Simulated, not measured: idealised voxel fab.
Process module, titled voxel wiring stack
In the cross-section labelled cut, the width is 230 nm and each square cell is 5 nm.
Think of the cross-section as a grid of square cells. We describe it in bands, top to bottom, and each band covers one or more rows of those cells. This entry defines a band. It first specifies the height of the band's top and the height of its bottom in nm, and then specifies the band's materials from left to right, stating each material with its width in nm. The word "all across" identifies a single material that fills the band from edge to edge, while the word "air" identifies empty space. Zero point of the height axis is 0; under it, received wafer = one material. Lowest band: continues down indefinitely, "0..down". When a width is written as two numbers, as in "30..40", the first number is the width in the top row of cells of the band and the second is the width in its bottom row, and the width changes by the same amount from each row to the next. "nothing changed" (step): cross-section cells unchanged, all of them. The entry titled "Unvented voids" provides the empty spaces that have no open way to the top, restricted to those of 8 cells or more. Each is presented as width x height at distance, the distance being measured from the left edge, with all three in nm. Anything after a step's settings on that line? It's the simulator's own note about the step. What "overlay nm" on a step's line means: if the step has a mask, that mask lay this far to the right of its planned place, or, when the value is negative, to the left.
Steps in the process plan:
1. RECEIVE (material Si)
2. CONFORMAL_DEP (material SiO2; thk nm 10)
3. DIRECTIONAL_DEP (material TiN; thk nm 5)
4. DIRECTIONAL_DEP (material Ru; thk nm 25)
5. PATTERN (tone cover; mask id METAL_1; material resist; width nm 20; pitch nm 35; thk nm 15; overlay nm 0)
6. DIRECTIONAL_ETCH (etch materials Ru; depth nm 25)
7. DIRECTIONAL_ETCH (etch materials TiN; depth nm 5)
8. STRIP (etch materials resist)
9. CONFORMAL_DEP (material SiCN; thk nm 5)
10. FILL_DEP (material SiO2; thk nm 10)
11. CMP (height nm 40)
12. CONFORMAL_DEP (material SiCN; thk nm 5)
13. DIRECTIONAL_DEP (material SiO2; thk nm 20)
14. MASKED_ETCH (tone open; mask id PLUG_1; width nm 15; pitch nm 70; etch materials SiO2; depth nm 20; overlay nm 0)
15. MASKED_ETCH (tone open; mask id PLUG_1; width nm 15; pitch nm 70; etch materials SiCN; depth nm 5; overlay nm 0)
16. EPI (material Ru; thk nm 10)
17. EPI (material Ru; thk nm 10)
18. EPI (material Ru; thk nm 5)
19. CONFORMAL_DEP (material SiCN; thk nm 5)
20. DIRECTIONAL_DEP (material SiO2; thk nm 15)
21. DIRECTIONAL_DEP (material aC; thk nm 10)
22. PATTERN (tone open; mask id METAL_2; material resist; width nm 20; pitch nm 35; thk nm 25; overlay nm 0)
23. DIRECTIONAL_ETCH (etch materials aC; depth nm 10)
24. STRIP (etch materials resist)
25. DIRECTIONAL_ETCH (etch materials SiO2; depth nm 15)
26. DIRECTIONAL_ETCH (etch materials SiCN; depth nm 5)
27. STRIP (etch materials aC)
28. CONFORMAL_DEP (material TiN; thk nm 5)
29. FILL_DEP (material Ru; thk nm 10)
30. CMP (height nm 85)
31. CONFORMAL_DEP (material SiCN; thk nm 5)
32. DIRECTIONAL_DEP (material SiO2; thk nm 20)
33. PATTERN (tone open; mask id PLUG_2; material resist; width nm 15; pitch nm 70; thk nm 20; overlay nm 0)
34. DIRECTIONAL_ETCH (etch materials SiO2; depth nm 20)
35. DIRECTIONAL_ETCH (etch materials SiCN; depth nm 5)
36. STRIP (etch materials resist)
37. CONFORMAL_DEP (material TiN; thk nm 5)
38. FILL_DEP (material Ru; thk nm 5)
39. CMP (height nm 110)
40. CONFORMAL_DEP (material SiN; thk nm 5)
41. DIRECTIONAL_DEP (material lowk; thk nm 20)
42. PATTERN (tone open; mask id METAL_3; material resist; width nm 20; pitch nm 35; thk nm 15; overlay nm 0)
43. DIRECTIONAL_ETCH (etch materials lowk; depth nm 20)
44. DIRECTIONAL_ETCH (etch materials SiN; depth nm 5)
45. STRIP (etch materials resist)
46. CONFORMAL_DEP (material TiN; thk nm 5)
47. FILL_DEP (material Cu; thk nm 5)
48. CMP (height nm 135)
49. CONFORMAL_DEP (material SiCN; thk nm 5)
50. DIRECTIONAL_DEP (material lowk; thk nm 25)
51. MASKED_ETCH (tone open; mask id METAL_4_HOLES; width nm 15; pitch nm 35; etch materials lowk; depth nm 25; overlay nm 0)
52. MASKED_ETCH (tone open; mask id METAL_4; width nm 20; pitch nm 35; etch materials lowk; depth nm 15; overlay nm 0)
53. MASKED_ETCH (tone open; mask id METAL_4; width nm 20; pitch nm 35; etch materials SiCN; depth nm 5; overlay nm 0)
54. CONFORMAL_DEP (material TiN; thk nm 5)
55. FILL_DEP (material Cu; thk nm 10)
56. CMP (height nm 165)
57. CONFORMAL_DEP (material SiCN; thk nm 5)
The value of width nm given for step 33 in the plan refers to the first wafer; the wafers vary in this setting and are alike at the start.
As-received state after step 1, first of several wafers, cross-section:
    0..down: Si all across
    Unvented voids: none
Once step 57, the last step, is complete, the module is at its end; this is the cross-section of the first of several wafers:
    170..165: SiCN all across
    165..155: lowk: 50, TiN: 5, Cu: 10, TiN: 5, lowk: 15, TiN: 5, Cu: 10, TiN: 5, lowk: 15, TiN: 5, Cu: 10, TiN: 5, lowk: 15, TiN: 5, Cu: 10, TiN: 5, lowk: 55
    155..150: lowk: 50, TiN: 5, Cu: 5, TiN: 10, lowk: 15, TiN: 5, Cu: 5, TiN: 10, lowk: 15, TiN: 5, Cu: 5, TiN: 10, lowk: 15, TiN: 5, Cu: 5, TiN: 10, lowk: 55
    150..140: lowk: 50, TiN: 5, Cu: 5, TiN: 5, lowk: 20, TiN: 5, Cu: 5, TiN: 5, lowk: 20, TiN: 5, Cu: 5, TiN: 5, lowk: 20, TiN: 5, Cu: 5, TiN: 5, lowk: 60
    140..135: SiCN: 50, TiN: 15, SiCN: 20, TiN: 15, SiCN: 20, TiN: 15, SiCN: 20, TiN: 15, SiCN: 60
    135..115: lowk: 50, TiN: 5, Cu: 10, TiN: 5, lowk: 15, TiN: 5, Cu: 10, TiN: 5, lowk: 15, TiN: 5, Cu: 10, TiN: 5, lowk: 15, TiN: 5, Cu: 10, TiN: 5, lowk: 55
    115..110: SiN: 50, TiN: 20, SiN: 15, TiN: 20, SiN: 15, TiN: 20, SiN: 15, TiN: 20, SiN: 55
    110..90: SiO2: 50, TiN: 5, Ru: 5, TiN: 5, SiO2: 55, TiN: 5, Ru: 5, TiN: 5, SiO2: 95
    90..85: SiCN: 50, TiN: 15, SiCN: 55, TiN: 15, SiCN: 95
    85..70: SiO2: 50, TiN: 5, Ru: 10, TiN: 5, SiO2: 15, TiN: 5, Ru: 10, TiN: 5, SiO2: 15, TiN: 5, Ru: 10, TiN: 5, SiO2: 15, TiN: 5, Ru: 10, TiN: 5, SiO2: 55
    70..65: SiCN: 50, TiN: 20, SiCN: 15, TiN: 20, SiCN: 15, TiN: 20, SiCN: 15, TiN: 20, SiCN: 55
    65..45: SiO2: 50, Ru: 15, SiO2: 55, Ru: 15, SiO2: 95
    45..40: SiCN: 50, Ru: 15, SiCN: 55, Ru: 15, SiCN: 95
    40..15: SiO2: 45, SiCN: 5, Ru: 20, SiCN: 5, SiO2: 5, SiCN: 5, Ru: 20, SiCN: 5, SiO2: 5, SiCN: 5, Ru: 20, SiCN: 5, SiO2: 5, SiCN: 5, Ru: 20, SiCN: 5, SiO2: 50
    15..10: SiCN: 50, TiN: 20, SiCN: 15, TiN: 20, SiCN: 15, TiN: 20, SiCN: 15, TiN: 20, SiCN: 55
    10..0: SiO2 all across
    0..down: Si all across
    Unvented voids: none
Last wafer of the set, cross-sectioned at end of module:
    170..165: SiCN all across
    165..155: lowk: 50, TiN: 5, Cu: 10, TiN: 5, lowk: 15, TiN: 5, Cu: 10, TiN: 5, lowk: 15, TiN: 5, Cu: 10, TiN: 5, lowk: 15, TiN: 5, Cu: 10, TiN: 5, lowk: 55
    155..150: lowk: 50, TiN: 5, Cu: 5, TiN: 10, lowk: 15, TiN: 5, Cu: 5, TiN: 10, lowk: 15, TiN: 5, Cu: 5, TiN: 10, lowk: 15, TiN: 5, Cu: 5, TiN: 10, lowk: 55
    150..140: lowk: 50, TiN: 5, Cu: 5, TiN: 5, lowk: 20, TiN: 5, Cu: 5, TiN: 5, lowk: 20, TiN: 5, Cu: 5, TiN: 5, lowk: 20, TiN: 5, Cu: 5, TiN: 5, lowk: 60
    140..135: SiCN: 50, TiN: 15, SiCN: 20, TiN: 15, SiCN: 20, TiN: 15, SiCN: 20, TiN: 15, SiCN: 60
    135..115: lowk: 50, TiN: 5, Cu: 10, TiN: 5, lowk: 15, TiN: 5, Cu: 10, TiN: 5, lowk: 15, TiN: 5, Cu: 10, TiN: 5, lowk: 15, TiN: 5, Cu: 10, TiN: 5, lowk: 55
    115..110: SiN: 50, TiN: 20, SiN: 15, TiN: 20, SiN: 15, TiN: 20, SiN: 15, TiN: 20, SiN: 55
    110..90: SiO2: 45, TiN: 5, Ru: 20, TiN: 5, SiO2: 40, TiN: 5, Ru: 20, TiN: 5, SiO2: 85
    90..85: SiCN: 45, TiN: 30, SiCN: 40, TiN: 30, SiCN: 85
    85..70: SiO2: 50, TiN: 5, Ru: 10, TiN: 5, SiO2: 15, TiN: 5, Ru: 10, TiN: 5, SiO2: 15, TiN: 5, Ru: 10, TiN: 5, SiO2: 15, TiN: 5, Ru: 10, TiN: 5, SiO2: 55
    70..65: SiCN: 50, TiN: 20, SiCN: 15, TiN: 20, SiCN: 15, TiN: 20, SiCN: 15, TiN: 20, SiCN: 55
    65..45: SiO2: 50, Ru: 15, SiO2: 55, Ru: 15, SiO2: 95
    45..40: SiCN: 50, Ru: 15, SiCN: 55, Ru: 15, SiCN: 95
    40..15: SiO2: 45, SiCN: 5, Ru: 20, SiCN: 5, SiO2: 5, SiCN: 5, Ru: 20, SiCN: 5, SiO2: 5, SiCN: 5, Ru: 20, SiCN: 5, SiO2: 5, SiCN: 5, Ru: 20, SiCN: 5, SiO2: 50
    15..10: SiCN: 50, TiN: 20, SiCN: 15, TiN: 20, SiCN: 15, TiN: 20, SiCN: 15, TiN: 20, SiCN: 55
    10..0: SiO2 all across
    0..down: Si all across
    Unvented voids: none
Note: the following table is arranged by wafer, a row apiece. Each row reports the end-of-module state: per material, cells gained (+) or cells lost (-) compared with the wafer as received; closed voids follow:
width nm 15, +60 Cu, +142 Ru, +260 SiCN, +30 SiN, +612 SiO2, +182 TiN, +278 lowk, Unvented voids: none
width nm 20, +60 Cu, +150 Ru, +258 SiCN, +30 SiN, +604 SiO2, +184 TiN, +278 lowk, Unvented voids: none
width nm 25, +60 Cu, +158 Ru, +256 SiCN, +30 SiN, +596 SiO2, +186 TiN, +278 lowk, Unvented voids: none
width nm 30, +60 Cu, +166 Ru, +254 SiCN, +30 SiN, +588 SiO2, +188 TiN, +278 lowk, Unvented voids: none
